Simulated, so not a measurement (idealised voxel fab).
process module | voxel gate over fins
cross-section cut | 280 nm wide | cells 5 nm
A cross-section is a grid of square cells, given in bands from the top down. A band is one or more rows of cells.
Each band's line starts with the height of the band's top and of its bottom, in nm. Then come its materials from left to right, each with its width in nm. One material with "throughout" fills the band from edge to edge. "air" is empty space.
Height 0 is the level under which the wafer as received is all one material. The lowest band goes on downwards, as in "0 down".
A width such as "30 to 40" changes by the same amount from each row of cells to the next, from the band's top row to its bottom row.
"no change" after a step means that no cell of the cross-section changed.
closed voids: empty space of 8 cells or more with no open way to the top, each as width x height at its distance from the left edge, in nm
after a step's settings: what the simulator itself notes on the step
overlay nm, on a step with a mask: how far to the right of its planned place the mask lay; to the left if negative
plan
1 op RECEIVE | material Si
2 op CONFORMAL_DEP | material SiN | thk nm 10
3 op MASKED_ETCH | tone cover | mask id FINS | width nm 15 | pitch nm 45 | etch materials SiN | depth nm 10 | overlay nm 0
4 op MASKED_ETCH | tone cover | mask id FINS | width nm 15 | pitch nm 45 | etch materials Si | depth nm 30 | overlay nm -15
5 op OXIDIZE | depth nm 5
6 op FILL_DEP | material SiO2 | thk nm 5
7 op CMP | height nm 10
8 op SELECTIVE_ETCH | etch materials SiO2 | depth nm 20
9 op STRIP | etch materials SiN
10 op CONFORMAL_DEP | material HfO2 | thk nm 5
11 op CONFORMAL_DEP | material TiN | thk nm 5
12 op CONFORMAL_DEP | material TiAl | thk nm 5
13 op CONFORMAL_DEP | material TiN | thk nm 5
14 op FILL_DEP | material W | thk nm 15
15 op CMP | height nm 30
16 op CONFORMAL_DEP | material SiN | thk nm 10
varied across the wafers: overlay nm of step 4. The plan shows the first wafer's value. All wafers start alike
first wafer as received, after step 1
  0 down: Si throughout
  closed voids: none
first wafer at the end, after step 16
  40 to 30: SiN throughout
  30 to 20: W throughout
  20 to 15: W 95 | TiN 90 | W 95
  15 to 10: W 80 | TiN 20 | TiAl 35 | TiN 10 | TiAl 35 | TiN 5 | W 95
  10 to 5: TiN 85 | TiAl 20 | TiN 25 | TiAl 20 | TiN 25 | TiAl 5 | TiN 100
  5 to 0: TiAl 90 | TiN 20 | HfO2 15 | TiN 5 | TiAl 5 | TiN 20 | HfO2 15 | TiN 5 | TiAl 105
  0 to -5: TiN 95 | HfO2 20 | Si 5 | HfO2 5 | TiN 15 | HfO2 20 | Si 5 | HfO2 5 | TiN 110
  -5 to -10: HfO2 100 | Si 20 | HfO2 25 | Si 20 | HfO2 115
  -10 to -35: SiO2 100 | Si 20 | SiO2 25 | Si 20 | SiO2 115
  -35 down: Si throughout
  closed voids: none
last wafer at the end
  40 to 30: SiN throughout
  30 to 20: W throughout
  20 to 15: W 95 | TiN 90 | W 95
  15 to 10: W 95 | TiN 5 | TiAl 35 | TiN 10 | TiAl 35 | TiN 20 | W 80
  10 to 5: TiN 100 | TiAl 5 | TiN 25 | TiAl 20 | TiN 25 | TiAl 20 | TiN 85
  5 to 0: TiAl 105 | TiN 5 | HfO2 15 | TiN 20 | TiAl 5 | TiN 5 | HfO2 15 | TiN 20 | TiAl 90
  0 to -5: TiN 110 | HfO2 5 | Si 5 | HfO2 20 | TiN 15 | HfO2 5 | Si 5 | HfO2 20 | TiN 95
  -5 to -10: HfO2 115 | Si 20 | HfO2 25 | Si 20 | HfO2 100
  -10 to -35: SiO2 115 | Si 20 | SiO2 25 | Si 20 | SiO2 100
  -35 down: Si throughout
  closed voids: none
each wafer at the end: cells of each material gained (+) or lost (-) since it was received, then its closed voids
overlay nm -15 | +64 HfO2 | -342 Si | +112 SiN | +240 SiO2 | +63 TiAl | +126 TiN | +185 W | closed voids: none
overlay nm -10 | +64 HfO2 | -354 Si | +112 SiN | +250 SiO2 | +64 TiAl | +126 TiN | +186 W | closed voids: none
overlay nm -5 | +64 HfO2 | -366 Si | +112 SiN | +260 SiO2 | +64 TiAl | +127 TiN | +187 W | closed voids: none
overlay nm 0 | +64 HfO2 | -378 Si | +112 SiN | +270 SiO2 | +64 TiAl | +128 TiN | +188 W | closed voids: none
overlay nm 5 | +64 HfO2 | -366 Si | +112 SiN | +260 SiO2 | +64 TiAl | +127 TiN | +187 W | closed voids: none
overlay nm 10 | +64 HfO2 | -354 Si | +112 SiN | +250 SiO2 | +64 TiAl | +126 TiN | +186 W | closed voids: none
overlay nm 15 | +64 HfO2 | -342 Si | +112 SiN | +240 SiO2 | +63 TiAl | +126 TiN | +185 W | closed voids: none
